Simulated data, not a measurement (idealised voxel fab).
process module | voxel gate over fins
cross-section cut | 205 nm wide | cells 5 nm
A cross-section is a grid of square cells, given in bands from the top down. A band is one or more rows of cells.
Each band's line starts with the height of the band's top and of its bottom, in nm. Then come its materials from left to right, each with its width in nm. One material with "throughout" fills the band from edge to edge. "air" is empty space.
Height 0 is the level under which the wafer as received is all one material. The lowest band goes on downwards, as in "0 down".
A width such as "30 to 40" changes by the same amount from each row of cells to the next, from the band's top row to its bottom row.
"no change" after a step means that no cell of the cross-section changed.
closed voids: empty space of 8 cells or more with no open way to the top, each as width x height at its distance from the left edge, in nm
after a step's settings: what the simulator itself notes on the step
overlay nm, on a step with a mask: how far to the right of its planned place the mask lay; to the left if negative
plan
1 op RECEIVE | material Si
2 op CONFORMAL_DEP | material SiN | thk nm 10
3 op PATTERN | tone cover | mask id FINS | material resist | width nm 15 | pitch nm 35 | thk nm 15 | overlay nm 0
4 op DIRECTIONAL_ETCH | etch materials SiN | depth nm 10
5 op DIRECTIONAL_ETCH | etch materials Si | depth nm 35
6 op STRIP | etch materials resist
7 op FILL_DEP | material SiO2 | thk nm 10
8 op CMP | height nm 10
9 op SELECTIVE_ETCH | etch materials SiO2 | depth nm 20
10 op STRIP | etch materials SiN
11 op CONFORMAL_DEP | material HfO2 | thk nm 5
12 op CONFORMAL_DEP | material TiN | thk nm 5
13 op FILL_DEP | material W | thk nm 15
14 op CMP | height nm 20
15 op CONFORMAL_DEP | material SiCN | thk nm 10
first wafer, as planned
as received, after step 1
  0 down: Si throughout
  closed voids: none
after step 2
  10 to 0: SiN throughout
  below 0: unchanged
after step 3
  25 to 10: air 40 | resist 15 | air 20 | resist 15 | air 20 | resist 15 | air 20 | resist 15 | air 45
  below 10: unchanged
after step 4
  25 to 10: air 40 | resist 15 | air 20 | resist 15 | air 20 | resist 15 | air 20 | resist 15 | air 45
  10 to 0: air 40 | SiN 15 | air 20 | SiN 15 | air 20 | SiN 15 | air 20 | SiN 15 | air 45
  below 0: unchanged
after step 5
  25 to 10: air 40 | resist 15 | air 20 | resist 15 | air 20 | resist 15 | air 20 | resist 15 | air 45
  10 to 0: air 40 | SiN 15 | air 20 | SiN 15 | air 20 | SiN 15 | air 20 | SiN 15 | air 45
  0 to -35: air 40 | Si 15 | air 20 | Si 15 | air 20 | Si 15 | air 20 | Si 15 | air 45
  below -35: unchanged
after step 6
  10 to 0: air 40 | SiN 15 | air 20 | SiN 15 | air 20 | SiN 15 | air 20 | SiN 15 | air 45
  below 0: unchanged
after step 7
  20 to 10: SiO2 throughout
  10 to 0: SiO2 40 | SiN 15 | SiO2 20 | SiN 15 | SiO2 20 | SiN 15 | SiO2 20 | SiN 15 | SiO2 45
  0 to -35: SiO2 40 | Si 15 | SiO2 20 | Si 15 | SiO2 20 | Si 15 | SiO2 20 | Si 15 | SiO2 45
  below -35: unchanged
after step 8
  10 to 0: SiO2 40 | SiN 15 | SiO2 20 | SiN 15 | SiO2 20 | SiN 15 | SiO2 20 | SiN 15 | SiO2 45
  below 0: unchanged
after step 9
  10 to 0: air 40 | SiN 15 | air 20 | SiN 15 | air 20 | SiN 15 | air 20 | SiN 15 | air 45
  0 to -10: air 40 | Si 15 | air 20 | Si 15 | air 20 | Si 15 | air 20 | Si 15 | air 45
  below -10: unchanged
after step 10
  0 to -10: air 40 | Si 15 | air 20 | Si 15 | air 20 | Si 15 | air 20 | Si 15 | air 45
  below -10: unchanged
after step 11
  5 to 0: air 35 | HfO2 25 | air 10 | HfO2 25 | air 10 | HfO2 25 | air 10 | HfO2 25 | air 40
  0 to -5: air 35 | HfO2 5 | Si 15 | HfO2 5 | air 10 | HfO2 5 | Si 15 | HfO2 5 | air 10 | HfO2 5 | Si 15 | HfO2 5 | air 10 | HfO2 5 | Si 15 | HfO2 5 | air 40
  -5 to -10: HfO2 40 | Si 15 | HfO2 20 | Si 15 | HfO2 20 | Si 15 | HfO2 20 | Si 15 | HfO2 45
  below -10: unchanged
after step 12
  10 to 5: air 30 | TiN 140 | air 35
  5 to 0: air 30 | TiN 5 | HfO2 25 | TiN 10 | HfO2 25 | TiN 10 | HfO2 25 | TiN 10 | HfO2 25 | TiN 5 | air 35
  0 to -5: TiN 35 | HfO2 5 | Si 15 | HfO2 5 | TiN 10 | HfO2 5 | Si 15 | HfO2 5 | TiN 10 | HfO2 5 | Si 15 | HfO2 5 | TiN 10 | HfO2 5 | Si 15 | HfO2 5 | TiN 40
  below -5: unchanged
after step 13
  25 to 10: W throughout
  10 to 5: W 30 | TiN 140 | W 35
  5 to 0: W 30 | TiN 5 | HfO2 25 | TiN 10 | HfO2 25 | TiN 10 | HfO2 25 | TiN 10 | HfO2 25 | TiN 5 | W 35
  below 0: unchanged
after step 14
  20 to 10: W throughout
  below 10: unchanged
after step 15
  30 to 20: SiCN throughout
  below 20: unchanged
second wafer: like start, like plan, one mistake. Through step 8 it matches the first wafer
when step 9 should have ended
  10 to 0: SiO2 40 | air 15 | SiO2 20 | air 15 | SiO2 20 | air 15 | SiO2 20 | air 15 | SiO2 45
  below 0: unchanged
when step 10 should have ended
  0 to -10: air 40 | Si 15 | air 20 | Si 15 | air 20 | Si 15 | air 20 | Si 15 | air 45
  -10 to -20: SiO2 20 | air 20 | Si 15 | air 20 | Si 15 | air 20 | Si 15 | air 20 | Si 15 | air 20 | SiO2 25
  below -20: unchanged
when step 11 should have ended
  5 to 0: air 35 | HfO2 25 | air 10 | HfO2 25 | air 10 | HfO2 25 | air 10 | HfO2 25 | air 40
  0 to -5: air 35 | HfO2 5 | Si 15 | HfO2 5 | air 10 | HfO2 5 | Si 15 | HfO2 5 | air 10 | HfO2 5 | Si 15 | HfO2 5 | air 10 | HfO2 5 | Si 15 | HfO2 5 | air 40
  -5 to -10: HfO2 25 | air 10 | HfO2 5 | Si 15 | HfO2 5 | air 10 | HfO2 5 | Si 15 | HfO2 5 | air 10 | HfO2 5 | Si 15 | HfO2 5 | air 10 | HfO2 5 | Si 15 | HfO2 5 | air 10 | HfO2 30
  -10 to -15: SiO2 20 | HfO2 5 | air 10 | HfO2 5 | Si 15 | HfO2 5 | air 10 | HfO2 5 | Si 15 | HfO2 5 | air 10 | HfO2 5 | Si 15 | HfO2 5 | air 10 | HfO2 5 | Si 15 | HfO2 5 | air 10 | HfO2 5 | SiO2 25
  -15 to -20: SiO2 20 | HfO2 20 | Si 15 | HfO2 20 | Si 15 | HfO2 20 | Si 15 | HfO2 20 | Si 15 | HfO2 20 | SiO2 25
  below -20: unchanged
when step 12 should have ended
  10 to 5: air 30 | TiN 140 | air 35
  5 to 0: air 30 | TiN 5 | HfO2 25 | TiN 10 | HfO2 25 | TiN 10 | HfO2 25 | TiN 10 | HfO2 25 | TiN 5 | air 35
  0 to -5: TiN 35 | HfO2 5 | Si 15 | HfO2 5 | TiN 10 | HfO2 5 | Si 15 | HfO2 5 | TiN 10 | HfO2 5 | Si 15 | HfO2 5 | TiN 10 | HfO2 5 | Si 15 | HfO2 5 | TiN 40
  -5 to -10: HfO2 25 | TiN 10 | HfO2 5 | Si 15 | HfO2 5 | TiN 10 | HfO2 5 | Si 15 | HfO2 5 | TiN 10 | HfO2 5 | Si 15 | HfO2 5 | TiN 10 | HfO2 5 | Si 15 | HfO2 5 | TiN 10 | HfO2 30
  -10 to -15: SiO2 20 | HfO2 5 | TiN 10 | HfO2 5 | Si 15 | HfO2 5 | TiN 10 | HfO2 5 | Si 15 | HfO2 5 | TiN 10 | HfO2 5 | Si 15 | HfO2 5 | TiN 10 | HfO2 5 | Si 15 | HfO2 5 | TiN 10 | HfO2 5 | SiO2 25
  below -15: unchanged
when step 13 should have ended
  25 to 10: W throughout
  10 to 5: W 30 | TiN 140 | W 35
  5 to 0: W 30 | TiN 5 | HfO2 25 | TiN 10 | HfO2 25 | TiN 10 | HfO2 25 | TiN 10 | HfO2 25 | TiN 5 | W 35
  below 0: unchanged
when step 14 should have ended
  20 to 10: W throughout
  below 10: unchanged
when step 15 should have ended
  30 to 20: SiCN throughout
  below 20: unchanged
what went wrong: steps 9 and 10 were swapped
at the end the second wafer has, in cells: 20 more of HfO2 | 40 fewer of SiO2 | 20 more of TiN
